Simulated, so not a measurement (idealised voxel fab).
process module | voxel fin reveal
cross-section cut | 160 nm wide | cells 5 nm
A cross-section is a grid of square cells, given in bands from the top down. A band is one or more rows of cells.
Each band's line starts with the height of the band's top and of its bottom, in nm. Then come its materials from left to right, each with its width in nm. One material with "throughout" fills the band from edge to edge. "air" is empty space.
Height 0 is the level under which the wafer as received is all one material. The lowest band goes on downwards, as in "0 down".
A width such as "30 to 40" changes by the same amount from each row of cells to the next, from the band's top row to its bottom row.
"no change" after a step means that no cell of the cross-section changed.
closed voids: empty space of 8 cells or more with no open way to the top, each as width x height at its distance from the left edge, in nm
after a step's settings: what the simulator itself notes on the step
overlay nm, on a step with a mask: how far to the right of its planned place the mask lay; to the left if negative
plan
1 op RECEIVE | material Si
2 op CONFORMAL_DEP | material SiN | thk nm 10
3 op PATTERN | tone cover | mask id FINS | material resist | width nm 15 | pitch nm 40 | thk nm 20 | overlay nm 0
4 op DIRECTIONAL_ETCH | etch materials SiN | depth nm 10
5 op DIRECTIONAL_ETCH | etch materials Si | depth nm 30
6 op STRIP | etch materials resist
7 op OXIDIZE | depth nm 5
8 op FILL_DEP | material SiO2 | thk nm 5
9 op CMP | height nm 10
10 op SELECTIVE_ETCH | etch materials SiO2 | depth nm 25
11 op STRIP | etch materials SiN
12 op CONFORMAL_DEP | material HfO2 | thk nm 5
first wafer, as planned
as received, after step 1
  0 down: Si throughout
  closed voids: none
after step 2
  10 to 0: SiN throughout
  below 0: unchanged
after step 3
  30 to 10: air 30 | resist 15 | air 25 | resist 15 | air 25 | resist 15 | air 35
  below 10: unchanged
after step 4
  30 to 10: air 30 | resist 15 | air 25 | resist 15 | air 25 | resist 15 | air 35
  10 to 0: air 30 | SiN 15 | air 25 | SiN 15 | air 25 | SiN 15 | air 35
  below 0: unchanged
after step 5
  30 to 10: air 30 | resist 15 | air 25 | resist 15 | air 25 | resist 15 | air 35
  10 to 0: air 30 | SiN 15 | air 25 | SiN 15 | air 25 | SiN 15 | air 35
  0 to -30: air 30 | Si 15 | air 25 | Si 15 | air 25 | Si 15 | air 35
  below -30: unchanged
after step 6
  10 to 0: air 30 | SiN 15 | air 25 | SiN 15 | air 25 | SiN 15 | air 35
  below 0: unchanged
after step 7
  10 to 0: air 30 | SiN 15 | air 25 | SiN 15 | air 25 | SiN 15 | air 35
  0 to -30: air 30 | SiO2 5 | Si 5 | SiO2 5 | air 25 | SiO2 5 | Si 5 | SiO2 5 | air 25 | SiO2 5 | Si 5 | SiO2 5 | air 35
  -30 to -35: SiO2 35 | Si 5 | SiO2 35 | Si 5 | SiO2 35 | Si 5 | SiO2 40
  below -35: unchanged
after step 8
  15 to 10: SiO2 throughout
  10 to 0: SiO2 30 | SiN 15 | SiO2 25 | SiN 15 | SiO2 25 | SiN 15 | SiO2 35
  0 to -35: SiO2 35 | Si 5 | SiO2 35 | Si 5 | SiO2 35 | Si 5 | SiO2 40
  below -35: unchanged
after step 9
  10 to 0: SiO2 30 | SiN 15 | SiO2 25 | SiN 15 | SiO2 25 | SiN 15 | SiO2 35
  below 0: unchanged
after step 10
  10 to 0: air 30 | SiN 15 | air 25 | SiN 15 | air 25 | SiN 15 | air 35
  0 to -15: air 35 | Si 5 | air 35 | Si 5 | air 35 | Si 5 | air 40
  below -15: unchanged
after step 11
  0 to -15: air 35 | Si 5 | air 35 | Si 5 | air 35 | Si 5 | air 40
  below -15: unchanged
after step 12
  5 to 0: air 30 | HfO2 15 | air 25 | HfO2 15 | air 25 | HfO2 15 | air 35
  0 to -10: air 30 | HfO2 5 | Si 5 | HfO2 5 | air 25 | HfO2 5 | Si 5 | HfO2 5 | air 25 | HfO2 5 | Si 5 | HfO2 5 | air 35
  -10 to -15: HfO2 35 | Si 5 | HfO2 35 | Si 5 | HfO2 35 | Si 5 | HfO2 40
  below -15: unchanged
second wafer: like start, like plan, one mistake. Through step 1 it matches the first wafer
when step 2 should have ended
  10 to 0: HfO2 throughout
  below 0: unchanged
when step 3 should have ended
  30 to 10: air 30 | resist 15 | air 25 | resist 15 | air 25 | resist 15 | air 35
  below 10: unchanged
when step 4 should have ended: no change
when step 5 should have ended: no change
when step 6 should have ended
  10 to 0: HfO2 throughout
  below 0: unchanged
when step 7 should have ended: no change
when step 8 should have ended
  15 to 10: SiO2 throughout
  below 10: unchanged
when step 9 should have ended
  10 to 0: HfO2 throughout
  below 0: unchanged
when step 10 should have ended: no change
when step 11 should have ended: no change
when step 12 should have ended
  15 to 0: HfO2 throughout
  below 0: unchanged
what went wrong: step 2 ran as: op CONFORMAL_DEP | material HfO2 | thk nm 10
at the end the second wafer has, in cells: 46 more of HfO2 | 203 more of Si | 116 fewer of SiO2
